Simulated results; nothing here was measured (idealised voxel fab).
Presented below is a process module, voxel gate over fins.
Square cells of 5 nm make up the cross-section cut, whose width is 260 nm.
Bands, listed from the top down, are how a cross-section gets written in this document; the cross-section itself is a grid of square cells, and a band is one or more rows of them. Read a band's entry like this: the first values are the height of its top and the height of its bottom in nm, and what follows is the sequence of materials from left to right, each with its width in nm. Note that "empty" is empty space, and that a single material marked "all across" reaches across the band from edge to edge. Zero point of the height axis is 0; under it, received wafer = one material. Lowest band: continues down indefinitely, "z 0 and below". Width: "30 to 40" (first number = top row, second number = bottom row, same change from row to row of cells). "nothing changed" for a step: no cell of the cross-section changed in that step. What "Sealed internal voids" gives you is every empty space of 8 cells or more that is cut off from the top. Each appears as width x height at distance, with the distance taken from the left edge and width, height and distance all in nm. Whatever follows a step's settings on its line is a remark the simulator itself makes about that step. When a step includes a mask, the "overlay nm" setting on its line states how far to the right of its planned place that mask lay, and negative values state how far to the left.
### plan
1,op RECEIVE | material Si
2,op CONFORMAL_DEP | material SiN | thk nm 5
3,op DIRECTIONAL_DEP | material aC | thk nm 15
4,op PATTERN | tone cover | mask id FINS | material resist | width nm 15 | pitch nm 40 | thk nm 30 | overlay nm 0
5,op DIRECTIONAL_ETCH | etch materials aC | depth nm 15
6,op STRIP | etch materials resist
7,op DIRECTIONAL_ETCH | etch materials SiN | depth nm 5
8,op DIRECTIONAL_ETCH | etch materials Si | depth nm 35
9,op STRIP | etch materials aC
10,op OXIDIZE | depth nm 5
11,op FILL_DEP | material SiO2 | thk nm 10
12,op CMP | height nm 5
13,op SELECTIVE_ETCH | etch materials SiO2 | depth nm 15
14,op STRIP | etch materials SiN
15,op CONFORMAL_DEP | material HfO2 | thk nm 5
16,op CONFORMAL_DEP | material TiN | thk nm 5
17,op FILL_DEP | material W | thk nm 15
18,op CMP | height nm 20
19,op CONFORMAL_DEP | material SiCN | thk nm 10
### This is the cross-section of the wafer as we received it, i.e. after step 1
* z 0 and below | Si all across
* Sealed internal voids: none
### Cross-sectional image of the first of two wafers at the end of the module, the run having proceeded as planned
* z 30 to 20 | SiCN all across
* z 20 to 10 | W all across
* z 10 to 5 | 55 of W, 25 of TiN, 15 of W, 25 of TiN, 15 of W, 25 of TiN, 15 of W, 25 of TiN, 60 of W
* z 5 to 0 | 55 of W, 5 of TiN, 15 of HfO2, 5 of TiN, 15 of W, 5 of TiN, 15 of HfO2, 5 of TiN, 15 of W, 5 of TiN, 15 of HfO2, 5 of TiN, 15 of W, 5 of TiN, 15 of HfO2, 5 of TiN, 60 of W
* z 0 to -5 | 60 of TiN, 5 of HfO2, 5 of Si, 5 of HfO2, 25 of TiN, 5 of HfO2, 5 of Si, 5 of HfO2, 25 of TiN, 5 of HfO2, 5 of Si, 5 of HfO2, 25 of TiN, 5 of HfO2, 5 of Si, 5 of HfO2, 65 of TiN
* z -5 to -10 | 65 of HfO2, 5 of Si, 35 of HfO2, 5 of Si, 35 of HfO2, 5 of Si, 35 of HfO2, 5 of Si, 70 of HfO2
* z -10 to -40 | 65 of SiO2, 5 of Si, 35 of SiO2, 5 of Si, 35 of SiO2, 5 of Si, 35 of SiO2, 5 of Si, 70 of SiO2
* z -40 and below | Si all across
* Sealed internal voids: none
### Cross-section of the latter of the two wafers at module completion. It had an identical start and an identical plan to the former; in running it, one mistake was made
* z 30 to 20 | SiCN all across
* z 20 to 10 | W all across
* z 10 to 5 | 55 of W, 25 of TiN, 15 of W, 25 of TiN, 15 of W, 25 of TiN, 15 of W, 25 of TiN, 60 of W
* z 5 to 0 | 55 of W, 5 of TiN, 15 of HfO2, 5 of TiN, 15 of W, 5 of TiN, 15 of HfO2, 5 of TiN, 15 of W, 5 of TiN, 15 of HfO2, 5 of TiN, 15 of W, 5 of TiN, 15 of HfO2, 5 of TiN, 60 of W
* z 0 to -15 | 55 of W, 5 of TiN, 5 of HfO2, 5 of Si, 5 of HfO2, 5 of TiN, 15 of W, 5 of TiN, 5 of HfO2, 5 of Si, 5 of HfO2, 5 of TiN, 15 of W, 5 of TiN, 5 of HfO2, 5 of Si, 5 of HfO2, 5 of TiN, 15 of W, 5 of TiN, 5 of HfO2, 5 of Si, 5 of HfO2, 5 of TiN, 60 of W
* z -15 to -20 | 60 of TiN, 5 of HfO2, 5 of Si, 5 of HfO2, 25 of TiN, 5 of HfO2, 5 of Si, 5 of HfO2, 25 of TiN, 5 of HfO2, 5 of Si, 5 of HfO2, 25 of TiN, 5 of HfO2, 5 of Si, 5 of HfO2, 65 of TiN
* z -20 to -25 | 65 of HfO2, 5 of Si, 35 of HfO2, 5 of Si, 35 of HfO2, 5 of Si, 35 of HfO2, 5 of Si, 70 of HfO2
* z -25 to -40 | 65 of SiO2, 5 of Si, 35 of SiO2, 5 of Si, 35 of SiO2, 5 of Si, 35 of SiO2, 5 of Si, 70 of SiO2
* z -40 and below | Si all across
* Sealed internal voids: none
what went wrong: execution of plan step 13 occurred twice
End of process, cell counts, second wafer against first, materials with more or fewer: 24 more of HfO2, 144 fewer of SiO2, 24 more of TiN, 96 more of W
